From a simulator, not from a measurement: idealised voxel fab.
Process module in this document: voxel spacer lines
We display cut, a cross-section 200 nm in width whose square cells are each 5 nm.
Cross-sections here: square-cell grids, written as top-down lists of bands, a band being one or more rows of cells.
For a band, the entry starts with two heights in nm, that of the top and then that of the bottom, and carries on with the band's materials in order from left to right, each alongside its width in nm; the word "edge to edge" beside a single material means it fills the band edge to edge, and "blank" means empty space.
Counting heights begins at 0, where everything beneath is, in the wafer as received, one material. The lowest band has no bottom; it goes on downwards, as "z 0 and below" shows.
Top row gets the first number, bottom row gets the second, and each row in between changes by the same step: that is how a band width like "30->40" works.
Given "no modifications" for a step, no cell of the cross-section differs between before and after that step.
Each empty space that has no open way to the top and spans at least 8 cells appears under "Sealed internal voids" as width x height at distance, the distance counted from the left edge, all in nm.
Text after the settings on a step's line: the simulator's own remark on that step.
Among the settings permitted on a step's line is "overlay nm"; applied to a step with a mask, it specifies the extent to which the mask lay to the right of its planned position, whereas a negative figure signifies a position to the left.
### The steps planned for the process are as follows
- 1: RECEIVE, material Si
- 2: CONFORMAL_DEP, material Al2O3, thk nm 10
- 3: DIRECTIONAL_DEP, material TiN, thk nm 20
- 4: DIRECTIONAL_DEP, material polySi, thk nm 30
- 5: PATTERN, tone cover, mask id MANDREL, material resist, width nm 15, pitch nm 60, thk nm 35, overlay nm 0
- 6: DIRECTIONAL_ETCH, etch materials polySi, depth nm 30
- 7: STRIP, etch materials resist
- 8: CONFORMAL_DEP, material SiO2, thk nm 10
- 9: DIRECTIONAL_ETCH, etch materials SiO2, depth nm 10
- 10: STRIP, etch materials polySi
- 11: DIRECTIONAL_ETCH, etch materials TiN, depth nm 20
- 12: STRIP, etch materials SiO2
- 13: FILL_DEP, material lowk, thk nm 5
- 14: CMP, height nm 30
The plan shows the width nm of step 5 as the first wafer had it; this setting differs between the wafers, which start out alike.
### Cross-section of the first of several received wafers, showing its state after step 1
* z 0 and below = Si edge to edge
* Sealed internal voids: none
### End-of-module cross-section, first of several wafers, after last step 14
* z 30 to 10 = 55 of lowk, then 10 of TiN, then 15 of lowk, then 10 of TiN, then 25 of lowk, then 10 of TiN, then 15 of lowk, then 10 of TiN, then 50 of lowk
* z 10 to 0 = Al2O3 edge to edge
* z 0 and below = Si edge to edge
* Sealed internal voids: none
### Last wafer, end of module, cross-section
* z 30 to 10 = 45 of lowk, then 10 of TiN, then 35 of lowk, then 10 of TiN, then 5 of lowk, then 10 of TiN, then 35 of lowk, then 10 of TiN, then 40 of lowk
* z 10 to 0 = Al2O3 edge to edge
* z 0 and below = Si edge to edge
* Sealed internal voids: none
### Quick key for the table: a row per wafer, taken at the end of the module. For each material it tells you how many cells the wafer gained (+) or lost (-) since it came in, and the closed voids come after
width nm 15 | +80 Al2O3 | +32 TiN | +128 lowk | Sealed internal voids: none
width nm 20 | +80 Al2O3 | +32 TiN | +128 lowk | Sealed internal voids: none
width nm 25 | +80 Al2O3 | +32 TiN | +128 lowk | Sealed internal voids: none
width nm 30 | +80 Al2O3 | +32 TiN | +128 lowk | Sealed internal voids: none
width nm 35 | +80 Al2O3 | +32 TiN | +128 lowk | Sealed internal voids: none
